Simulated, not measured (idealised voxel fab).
Process module heading - voxel self aligned contacts
Cross-section cut spans 250 nm and uses square cells 5 nm in size.
In this document a cross-section is written as a grid of square cells. It is given as a series of bands, listed from the top down, and a band is one or more rows of cells. It is stipulated that each band's entry specify, in nanometres, the height of the top of the band and then that of its bottom, followed by the materials of the band in left-to-right sequence, each together with its width in nanometres. A single material marked by the word "full width" is understood to fill the band from edge to edge; the word "empty" is understood to denote empty space. Zero point of the height axis is 0; under it, received wafer = one material. Lowest band: continues down indefinitely, "top 0, no bottom". Read "30->40" as a graded width: first number on top, second number at the bottom, same change between each pair of neighbouring rows. No cell of the cross-section changed in a step that is given as "no modification". "Enclosed internal voids" specifies each empty space that is not open to the top and that occupies no fewer than 8 cells, using the form width x height at distance, the distance measured from the left edge and all three quantities in nm. Post-settings text on a step line: simulator's own remark regarding the step. For masked steps, "overlay nm" on the step line gives how far right of plan the mask actually lay; a minus sign means it lay to the left. Each pair below shows a cross-section before one step and the cross-section after it, down to the lowest band that changed. The line under each pair gives the step between them, with its settings. The pairs can come from different runs of this module on the same starting wafer, so a pair continues from the pair above only where its "Cross-section, before" says so.
# Cross-section, before
	top 50, bottom 40 = SiO2 full width
	top 40, bottom 25 = SiO2 70 | SiN 45 | SiO2 15 | SiN 45 | SiO2 75
	top 25, bottom 5 = SiO2 70 | SiN 5 | polySi 35 | SiN 5 | SiO2 15 | SiN 5 | polySi 35 | SiN 5 | SiO2 75
	top 5, bottom 0 = polySi full width
	top 0, bottom -5 = SiO2 full width
	top -5, no bottom = Si full width
	Enclosed internal voids: none
# Section After Processing
	top 60, bottom 50 = aC full width
	Nothing below the height 50 has changed.
	Enclosed internal voids: none
Applied between the two views above: DIRECTIONAL_DEP (material aC; thk nm 10)
Cross-section, before: the cross-section after the pair above
# Section After Processing
	top 90, bottom 60 = resist 100 | empty 45 | resist 105
	Nothing below the height 60 has changed.
	Enclosed internal voids: none
Applied between the two views above: PATTERN (tone open; mask id CONTACT; material resist; width nm 45; thk nm 30; overlay nm 0)
Cross-section, before: the cross-section after the pair above
# Section After Processing
	top 80, bottom 60 = resist 100 | empty 45 | resist 105
	top 60, bottom 50 = aC 100 | empty 45 | aC 105
	Nothing below the height 50 has changed.
	Enclosed internal voids: none
Applied between the two views above: DIRECTIONAL_ETCH (etch materials aC; depth nm 10)
Cross-section, before: the cross-section after the pair above
# Section After Processing
	top 60, bottom 50 = aC 100 | empty 45 | aC 105
	Nothing below the height 50 has changed.
	Enclosed internal voids: none
Applied between the two views above: STRIP (etch materials resist)
Cross-section, before: the cross-section after the pair above
# Section After Processing
	top 60, bottom 50 = aC 100 | empty 45 | aC 105
	top 50, bottom 40 = SiO2 100 | empty 45 | SiO2 105
	top 40, bottom 25 = SiO2 70 | SiN 45 | empty 15 | SiN 45 | SiO2 75
	top 25, bottom 5 = SiO2 70 | SiN 5 | polySi 35 | SiN 5 | empty 15 | SiN 5 | polySi 35 | SiN 5 | SiO2 75
	Nothing below the height 5 has changed.
	Enclosed internal voids: none
Applied between the two views above: DIRECTIONAL_ETCH (etch materials SiO2; depth nm 55)
Cross-section, before: the cross-section after the pair above
# Section After Processing
	top 50, bottom 40 = SiO2 100 | empty 45 | SiO2 105
	Nothing below the height 40 has changed.
	Enclosed internal voids: none
Applied between the two views above: STRIP (etch materials aC)
Cross-section, before: the cross-section after the pair above
# Section After Processing
	top 55, bottom 50 = TiN 105 | empty 35 | TiN 110
	top 50, bottom 40 = SiO2 100 | TiN 5->20 | empty 35->5 | TiN 5->20 | SiO2 105
	top 40, bottom 25 = SiO2 70 | SiN 45 | TiN 5 | empty 5 | TiN 5 | SiN 45 | SiO2 75
	top 25, bottom 10 = SiO2 70 | SiN 5 | polySi 35 | SiN 5 | TiN 5 | empty 5 | TiN 5 | SiN 5 | polySi 35 | SiN 5 | SiO2 75
	top 10, bottom 5 = SiO2 70 | SiN 5 | polySi 35 | SiN 5 | TiN 15 | SiN 5 | polySi 35 | SiN 5 | SiO2 75
	Nothing below the height 5 has changed.
	Enclosed internal voids: none
Applied between the two views above: CONFORMAL_DEP (material TiN; thk nm 5)
Cross-section, before: the cross-section after the pair above
# Section After Processing
	top 60, bottom 55 = W full width
	top 55, bottom 50 = TiN 105 | W 35 | TiN 110
	top 50, bottom 40 = SiO2 100 | TiN 5->20 | W 35->5 | TiN 5->20 | SiO2 105
	top 40, bottom 25 = SiO2 70 | SiN 45 | TiN 5 | W 5 | TiN 5 | SiN 45 | SiO2 75
	top 25, bottom 10 = SiO2 70 | SiN 5 | polySi 35 | SiN 5 | TiN 5 | W 5 | TiN 5 | SiN 5 | polySi 35 | SiN 5 | SiO2 75
	Nothing below the height 10 has changed.
	Enclosed internal voids: none
Applied between the two views above: FILL_DEP (material W; thk nm 5)
Cross-section, before: the cross-section after the pair above
# Section After Processing
	top 50, bottom 40 = SiO2 100 | TiN 5->20 | W 35->5 | TiN 5->20 | SiO2 105
	Nothing below the height 40 has changed.
	Enclosed internal voids: none
Applied between the two views above: CMP (height nm 50)
Cross-section, before: the cross-section after the pair above
# Section After Processing
	top 55, bottom 50 = SiN full width
	Nothing below the height 50 has changed.
	Enclosed internal voids: none
Applied between the two views above: CONFORMAL_DEP (material SiN; thk nm 5)
# Cross-section, before
	top 40, bottom 25 = SiN full width
	top 25, bottom 0 = polySi full width
	top 0, bottom -5 = SiO2 full width
	top -5, no bottom = Si full width
	Enclosed internal voids: none
# Section After Processing
	top 60, bottom 40 = empty 80 | resist 25 | empty 35 | resist 25 | empty 85
	Nothing below the height 40 has changed.
	Enclosed internal voids: none
Applied between the two views above: PATTERN (tone cover; mask id GATE; material resist; width nm 25; pitch nm 60; thk nm 20; overlay nm 0)
Cross-section, before: the cross-section after the pair above
# Section After Processing
	top 60, bottom 40 = empty 80 | resist 25 | empty 35 | resist 25 | empty 85
	top 40, bottom 25 = empty 80 | SiN 25 | empty 35 | SiN 25 | empty 85
	Nothing below the height 25 has changed.
	Enclosed internal voids: none
Applied between the two views above: DIRECTIONAL_ETCH (etch materials SiN; depth nm 15)
Cross-section, before: the cross-section after the pair above
# Section After Processing
	top 60, bottom 40 = empty 80 | resist 25 | empty 35 | resist 25 | empty 85
	top 40, bottom 25 = empty 80 | SiN 25 | empty 35 | SiN 25 | empty 85
	top 25, bottom 0 = empty 80 | polySi 25 | empty 35 | polySi 25 | empty 85
	Nothing below the height 0 has changed.
	Enclosed internal voids: none
Applied between the two views above: DIRECTIONAL_ETCH (etch materials polySi; depth nm 25)
Cross-section, before: the cross-section after the pair above
# Section After Processing
	top 40, bottom 25 = empty 80 | SiN 25 | empty 35 | SiN 25 | empty 85
	Nothing below the height 25 has changed.
	Enclosed internal voids: none
Applied between the two views above: STRIP (etch materials resist)
Cross-section, before: the cross-section after the pair above
# Section After Processing
	top 45, bottom 25 = empty 75 | SiN 35 | empty 25 | SiN 35 | empty 80
	top 25, bottom 5 = empty 75 | SiN 5 | polySi 25 | SiN 5 | empty 25 | SiN 5 | polySi 25 | SiN 5 | empty 80
	top 5, bottom 0 = SiN 80 | polySi 25 | SiN 35 | polySi 25 | SiN 85
	Nothing below the height 0 has changed.
	Enclosed internal voids: none
Applied between the two views above: CONFORMAL_DEP (material SiN; thk nm 5)
Cross-section, before: the cross-section after the pair above
# Section After Processing
	top 40, bottom 25 = empty 75 | SiN 35 | empty 25 | SiN 35 | empty 80
	top 25, bottom 0 = empty 75 | SiN 5 | polySi 25 | SiN 5 | empty 25 | SiN 5 | polySi 25 | SiN 5 | empty 80
	Nothing below the height 0 has changed.
	Enclosed internal voids: none
Applied between the two views above: DIRECTIONAL_ETCH (etch materials SiN; depth nm 5)
Cross-section, before: the cross-section after the pair above
# Section After Processing
	top 60, bottom 40 = SiO2 full width
	top 40, bottom 25 = SiO2 75 | SiN 35 | SiO2 25 | SiN 35 | SiO2 80
	top 25, bottom 0 = SiO2 75 | SiN 5 | polySi 25 | SiN 5 | SiO2 25 | SiN 5 | polySi 25 | SiN 5 | SiO2 80
	Nothing below the height 0 has changed.
	Enclosed internal voids: none
Applied between the two views above: FILL_DEP (material SiO2; thk nm 20)
Cross-section, before: the cross-section after the pair above
# Section After Processing
	top 50, bottom 40 = SiO2 full width
	Nothing below the height 40 has changed.
	Enclosed internal voids: none
Applied between the two views above: CMP (height nm 50)
Cross-section, before: the cross-section after the pair above
# Section After Processing
	top 60, bottom 50 = aC full width
	Nothing below the height 50 has changed.
	Enclosed internal voids: none
Applied between the two views above: DIRECTIONAL_DEP (material aC; thk nm 10)
Cross-section, before: the cross-section after the pair above
# Section After Processing
	top 90, bottom 60 = resist 100 | empty 45 | resist 105
	Nothing below the height 60 has changed.
	Enclosed internal voids: none
Applied between the two views above: PATTERN (tone open; mask id CONTACT; material resist; width nm 45; thk nm 30; overlay nm 0)
Cross-section, before: the cross-section after the pair above
# Section After Processing
	top 80, bottom 60 = resist 100 | empty 45 | resist 105
	top 60, bottom 50 = aC 100 | empty 45 | aC 105
	Nothing below the height 50 has changed.
	Enclosed internal voids: none
Applied between the two views above: DIRECTIONAL_ETCH (etch materials aC; depth nm 10)
Cross-section, before: the cross-section after the pair above
# Section After Processing
	top 60, bottom 50 = aC 100 | empty 45 | aC 105
	Nothing below the height 50 has changed.
	Enclosed internal voids: none
Applied between the two views above: STRIP (etch materials resist)
Cross-section, before: the cross-section after the pair above
# Section After Processing
	top 60, bottom 50 = aC 100 | empty 45 | aC 105
	top 50, bottom 40 = SiO2 100 | empty 45 | SiO2 105
	top 40, bottom 25 = SiO2 75 | SiN 35 | empty 25 | SiN 35 | SiO2 80
	top 25, bottom 0 = SiO2 75 | SiN 5 | polySi 25 | SiN 5 | empty 25 | SiN 5 | polySi 25 | SiN 5 | SiO2 80
	top 0, bottom -5 = SiO2 110 | empty 25 | SiO2 115
	Nothing below the height -5 has changed.
	Enclosed internal voids: none
Applied between the two views above: DIRECTIONAL_ETCH (etch materials SiO2; depth nm 55)
Cross-section, before: the cross-section after the pair above
# Section After Processing
	top 50, bottom 40 = SiO2 100 | empty 45 | SiO2 105
	Nothing below the height 40 has changed.
	Enclosed internal voids: none
Applied between the two views above: STRIP (etch materials aC)
Cross-section, before: the cross-section after the pair above
# Section After Processing
	top 55, bottom 50 = TiN 105 | empty 35 | TiN 110
	top 50, bottom 40 = SiO2 100 | TiN 5->15 | empty 35->15 | TiN 5->15 | SiO2 105
	top 40, bottom 25 = SiO2 75 | SiN 35 | TiN 5 | empty 15 | TiN 5 | SiN 35 | SiO2 80
	top 25, bottom 0 = SiO2 75 | SiN 5 | polySi 25 | SiN 5 | TiN 5 | empty 15 | TiN 5 | SiN 5 | polySi 25 | SiN 5 | SiO2 80
	top 0, bottom -5 = SiO2 110 | TiN 25 | SiO2 115
	Nothing below the height -5 has changed.
	Enclosed internal voids: none
Applied between the two views above: CONFORMAL_DEP (material TiN; thk nm 5)
Cross-section, before: the cross-section after the pair above
# Section After Processing
	top 60, bottom 55 = W full width
	top 55, bottom 50 = TiN 105 | W 35 | TiN 110
	top 50, bottom 40 = SiO2 100 | TiN 5->15 | W 35->15 | TiN 5->15 | SiO2 105
	top 40, bottom 25 = SiO2 75 | SiN 35 | TiN 5 | W 15 | TiN 5 | SiN 35 | SiO2 80
	top 25, bottom 0 = SiO2 75 | SiN 5 | polySi 25 | SiN 5 | TiN 5 | W 15 | TiN 5 | SiN 5 | polySi 25 | SiN 5 | SiO2 80
	Nothing below the height 0 has changed.
	Enclosed internal voids: none
Applied between the two views above: FILL_DEP (material W; thk nm 5)
Cross-section, before: the cross-section after the pair above
# Section After Processing
	top 50, bottom 40 = SiO2 100 | TiN 5->15 | W 35->15 | TiN 5->15 | SiO2 105
	Nothing below the height 40 has changed.
	Enclosed internal voids: none
Applied between the two views above: CMP (height nm 50)
Cross-section, before: the cross-section after the pair above
# Section After Processing
	top 55, bottom 50 = SiN full width
	Nothing below the height 50 has changed.
	Enclosed internal voids: none
Applied between the two views above: CONFORMAL_DEP (material SiN; thk nm 5)
# Cross-section, before
	top 40, bottom 25 = SiN full width
	top 25, bottom 0 = polySi full width
	top 0, bottom -5 = SiO2 full width
	top -5, no bottom = Si full width
	Enclosed internal voids: none
# Section After Processing
	top 60, bottom 40 = empty 80 | resist 35 | empty 25 | resist 35 | empty 75
	Nothing below the height 40 has changed.
	Enclosed internal voids: none
Applied between the two views above: PATTERN (tone cover; mask id GATE; material resist; width nm 35; pitch nm 60; thk nm 20; overlay nm 5)
Cross-section, before: the cross-section after the pair above
# Section After Processing
	top 60, bottom 40 = empty 80 | resist 35 | empty 25 | resist 35 | empty 75
	top 40, bottom 25 = empty 80 | SiN 35 | empty 25 | SiN 35 | empty 75
	Nothing below the height 25 has changed.
	Enclosed internal voids: none
Applied between the two views above: DIRECTIONAL_ETCH (etch materials SiN; depth nm 15)
Cross-section, before: the cross-section after the pair above
# Section After Processing
	top 60, bottom 40 = empty 80 | resist 35 | empty 25 | resist 35 | empty 75
	top 40, bottom 25 = empty 80 | SiN 35 | empty 25 | SiN 35 | empty 75
	top 25, bottom 0 = empty 80 | polySi 35 | empty 25 | polySi 35 | empty 75
	Nothing below the height 0 has changed.
	Enclosed internal voids: none
Applied between the two views above: DIRECTIONAL_ETCH (etch materials polySi; depth nm 25)
Cross-section, before: the cross-section after the pair above
# Section After Processing
	top 40, bottom 25 = empty 80 | SiN 35 | empty 25 | SiN 35 | empty 75
	Nothing below the height 25 has changed.
	Enclosed internal voids: none
Applied between the two views above: STRIP (etch materials resist)
Cross-section, before: the cross-section after the pair above
# Section After Processing
	top 45, bottom 25 = empty 75 | SiN 45 | empty 15 | SiN 45 | empty 70
	top 25, bottom 5 = empty 75 | SiN 5 | polySi 35 | SiN 5 | empty 15 | SiN 5 | polySi 35 | SiN 5 | empty 70
	top 5, bottom 0 = SiN 80 | polySi 35 | SiN 25 | polySi 35 | SiN 75
	Nothing below the height 0 has changed.
	Enclosed internal voids: none
Applied between the two views above: CONFORMAL_DEP (material SiN; thk nm 5)
Cross-section, before: the cross-section after the pair above
# Section After Processing
	top 40, bottom 25 = empty 75 | SiN 45 | empty 15 | SiN 45 | empty 70
	top 25, bottom 0 = empty 75 | SiN 5 | polySi 35 | SiN 5 | empty 15 | SiN 5 | polySi 35 | SiN 5 | empty 70
	Nothing below the height 0 has changed.
	Enclosed internal voids: none
Applied between the two views above: DIRECTIONAL_ETCH (etch materials SiN; depth nm 5)
Cross-section, before: the cross-section after the pair above
# Section After Processing
	top 60, bottom 40 = SiO2 full width
	top 40, bottom 25 = SiO2 75 | SiN 45 | SiO2 15 | SiN 45 | SiO2 70
	top 25, bottom 0 = SiO2 75 | SiN 5 | polySi 35 | SiN 5 | SiO2 15 | SiN 5 | polySi 35 | SiN 5 | SiO2 70
	Nothing below the height 0 has changed.
	Enclosed internal voids: none
Applied between the two views above: FILL_DEP (material SiO2; thk nm 20)
Cross-section, before: the cross-section after the pair above
# Section After Processing
	top 50, bottom 40 = SiO2 full width
	Nothing below the height 40 has changed.
	Enclosed internal voids: none
Applied between the two views above: CMP (height nm 50)
Cross-section, before: the cross-section after the pair above
# Section After Processing
	top 60, bottom 50 = aC full width
	Nothing below the height 50 has changed.
	Enclosed internal voids: none
Applied between the two views above: DIRECTIONAL_DEP (material aC; thk nm 10)
Cross-section, before: the cross-section after the pair above
# Section After Processing
	top 90, bottom 60 = resist 100 | empty 45 | resist 105
	Nothing below the height 60 has changed.
	Enclosed internal voids: none
Applied between the two views above: PATTERN (tone open; mask id CONTACT; material resist; width nm 45; thk nm 30; overlay nm 0)
Cross-section, before: the cross-section after the pair above
# Section After Processing
	top 80, bottom 60 = resist 100 | empty 45 | resist 105
	top 60, bottom 50 = aC 100 | empty 45 | aC 105
	Nothing below the height 50 has changed.
	Enclosed internal voids: none
Applied between the two views above: DIRECTIONAL_ETCH (etch materials aC; depth nm 10)
Cross-section, before: the cross-section after the pair above
# Section After Processing
	top 60, bottom 50 = aC 100 | empty 45 | aC 105
	Nothing below the height 50 has changed.
	Enclosed internal voids: none
Applied between the two views above: STRIP (etch materials resist)
Cross-section, before: the cross-section after the pair above
# Section After Processing
	top 60, bottom 50 = aC 100 | empty 45 | aC 105
	top 50, bottom 40 = SiO2 100 | empty 45 | SiO2 105
	top 40, bottom 25 = SiO2 75 | SiN 45 | empty 15 | SiN 45 | SiO2 70
	top 25, bottom 0 = SiO2 75 | SiN 5 | polySi 35 | SiN 5 | empty 15 | SiN 5 | polySi 35 | SiN 5 | SiO2 70
	top 0, bottom -5 = SiO2 120 | empty 15 | SiO2 115
	Nothing below the height -5 has changed.
	Enclosed internal voids: none
Applied between the two views above: DIRECTIONAL_ETCH (etch materials SiO2; depth nm 55)
Cross-section, before: the cross-section after the pair above
# Section After Processing
	top 50, bottom 40 = SiO2 100 | empty 45 | SiO2 105
	Nothing below the height 40 has changed.
	Enclosed internal voids: none
Applied between the two views above: STRIP (etch materials aC)
Cross-section, before: the cross-section after the pair above
# Section After Processing
	top 55, bottom 50 = TiN 105 | empty 35 | TiN 110
	top 50, bottom 40 = SiO2 100 | TiN 5->25 | empty 35->5 | TiN 5->15 | SiO2 105
	top 40, bottom 25 = SiO2 75 | SiN 45 | TiN 5 | empty 5 | TiN 5 | SiN 45 | SiO2 70
	top 25, bottom 0 = SiO2 75 | SiN 5 | polySi 35 | SiN 5 | TiN 5 | empty 5 | TiN 5 | SiN 5 | polySi 35 | SiN 5 | SiO2 70
	top 0, bottom -5 = SiO2 120 | TiN 15 | SiO2 115
	Nothing below the height -5 has changed.
	Enclosed internal voids: none
Applied between the two views above: CONFORMAL_DEP (material TiN; thk nm 5)
Cross-section, before: the cross-section after the pair above
# Section After Processing
	top 60, bottom 55 = W full width
	top 55, bottom 50 = TiN 105 | W 35 | TiN 110
	top 50, bottom 40 = SiO2 100 | TiN 5->25 | W 35->5 | TiN 5->15 | SiO2 105
	top 40, bottom 25 = SiO2 75 | SiN 45 | TiN 5 | W 5 | TiN 5 | SiN 45 | SiO2 70
	top 25, bottom 0 = SiO2 75 | SiN 5 | polySi 35 | SiN 5 | TiN 5 | W 5 | TiN 5 | SiN 5 | polySi 35 | SiN 5 | SiO2 70
	Nothing below the height 0 has changed.
	Enclosed internal voids: none
Applied between the two views above: FILL_DEP (material W; thk nm 5)
Cross-section, before: the cross-section after the pair above
# Section After Processing
	top 50, bottom 40 = SiO2 100 | TiN 5->25 | W 35->5 | TiN 5->15 | SiO2 105
	Nothing below the height 40 has changed.
	Enclosed internal voids: none
Applied between the two views above: CMP (height nm 50)
Cross-section, before: the cross-section after the pair above
# Section After Processing
	top 55, bottom 50 = SiN full width
	Nothing below the height 50 has changed.
	Enclosed internal voids: none
Applied between the two views above: CONFORMAL_DEP (material SiN; thk nm 5)
# Cross-section, before
	top 50, bottom 40 = SiO2 100 | TiN 5->20 | W 35->5 | TiN 5->20 | SiO2 105
	top 40, bottom 25 = SiO2 70 | SiN 45 | TiN 5 | W 5 | TiN 5 | SiN 45 | SiO2 75
	top 25, bottom 0 = SiO2 70 | SiN 5 | polySi 35 | SiN 5 | TiN 5 | W 5 | TiN 5 | SiN 5 | polySi 35 | SiN 5 | SiO2 75
	top 0, bottom -5 = SiO2 115 | TiN 15 | SiO2 120
	top -5, no bottom = Si full width
	Enclosed internal voids: none
# Section After Processing
	top 55, bottom 50 = SiO2 full width
	Nothing below the height 50 has changed.
	Enclosed internal voids: none
Applied between the two views above: CONFORMAL_DEP (material SiO2; thk nm 5)
# Cross-section, before
	top 60, bottom 50 = aC full width
	top 50, bottom 40 = SiO2 full width
	top 40, bottom 25 = SiO2 70 | SiN 45 | SiO2 15 | SiN 45 | SiO2 75
	top 25, bottom 0 = SiO2 70 | SiN 5 | polySi 35 | SiN 5 | SiO2 15 | SiN 5 | polySi 35 | SiN 5 | SiO2 75
	top 0, bottom -5 = SiO2 full width
	top -5, no bottom = Si full width
	Enclosed internal voids: none
# Section After Processing
	top 90, bottom 60 = empty 100 | resist 45 | empty 105
	Nothing below the height 60 has changed.
	Enclosed internal voids: none
Applied between the two views above: PATTERN (tone cover; mask id CONTACT; material resist; width nm 45; thk nm 30; overlay nm 0)
Cross-section, before: the cross-section after the pair above
# Section After Processing
	top 80, bottom 60 = empty 100 | resist 45 | empty 105
	top 60, bottom 50 = empty 100 | aC 45 | empty 105
	Nothing below the height 50 has changed.
	Enclosed internal voids: none
Applied between the two views above: DIRECTIONAL_ETCH (etch materials aC; depth nm 10)
Cross-section, before: the cross-section after the pair above
# Section After Processing
	top 60, bottom 50 = empty 100 | aC 45 | empty 105
	Nothing below the height 50 has changed.
	Enclosed internal voids: none
Applied between the two views above: STRIP (etch materials resist)
Cross-section, before: the cross-section after the pair above
# Section After Processing
	top 60, bottom 50 = empty 100 | aC 45 | empty 105
	top 50, bottom 40 = empty 100 | SiO2 45 | empty 105
	top 40, bottom 25 = empty 70 | SiN 45 | SiO2 15 | SiN 45 | empty 75
	top 25, bottom 0 = empty 70 | SiN 5 | polySi 35 | SiN 5 | SiO2 15 | SiN 5 | polySi 35 | SiN 5 | empty 75
	top 0, bottom -5 = empty 70 | SiO2 105 | empty 75
	Nothing below the height -5 has changed.
	Enclosed internal voids: none
Applied between the two views above: DIRECTIONAL_ETCH (etch materials SiO2; depth nm 55)
Cross-section, before: the cross-section after the pair above
# Section After Processing
	top 50, bottom 40 = empty 100 | SiO2 45 | empty 105
	Nothing below the height 40 has changed.
	Enclosed internal voids: none
Applied between the two views above: STRIP (etch materials aC)
Cross-section, before: the cross-section after the pair above
# Section After Processing
	top 55, bottom 50 = empty 95 | TiN 55 | empty 100
	top 50, bottom 40 = empty 95->65 | TiN 5->35 | SiO2 45 | TiN 5->35 | empty 100->70
	top 40, bottom 25 = empty 65 | TiN 5 | SiN 45 | SiO2 15 | SiN 45 | TiN 5 | empty 70
	top 25, bottom 0 = empty 65 | TiN 5 | SiN 5 | polySi 35 | SiN 5 | SiO2 15 | SiN 5 | polySi 35 | SiN 5 | TiN 5 | empty 70
	top 0, bottom -5 = TiN 70 | SiO2 105 | TiN 75
	Nothing below the height -5 has changed.
	Enclosed internal voids: none
Applied between the two views above: CONFORMAL_DEP (material TiN; thk nm 5)
Cross-section, before: the cross-section after the pair above
# Section After Processing
	top 60, bottom 55 = W full width
	top 55, bottom 50 = W 95 | TiN 55 | W 100
	top 50, bottom 40 = W 95->65 | TiN 5->35 | SiO2 45 | TiN 5->35 | W 100->70
	top 40, bottom 25 = W 65 | TiN 5 | SiN 45 | SiO2 15 | SiN 45 | TiN 5 | W 70
	top 25, bottom 0 = W 65 | TiN 5 | SiN 5 | polySi 35 | SiN 5 | SiO2 15 | SiN 5 | polySi 35 | SiN 5 | TiN 5 | W 70
	Nothing below the height 0 has changed.
	Enclosed internal voids: none
Applied between the two views above: FILL_DEP (material W; thk nm 5)
Cross-section, before: the cross-section after the pair above
# Section After Processing
	top 50, bottom 40 = W 95->65 | TiN 5->35 | SiO2 45 | TiN 5->35 | W 100->70
	Nothing below the height 40 has changed.
	Enclosed internal voids: none
Applied between the two views above: CMP (height nm 50)
Cross-section, before: the cross-section after the pair above
# Section After Processing
	top 55, bottom 50 = SiN full width
	Nothing below the height 50 has changed.
	Enclosed internal voids: none
Applied between the two views above: CONFORMAL_DEP (material SiN; thk nm 5)
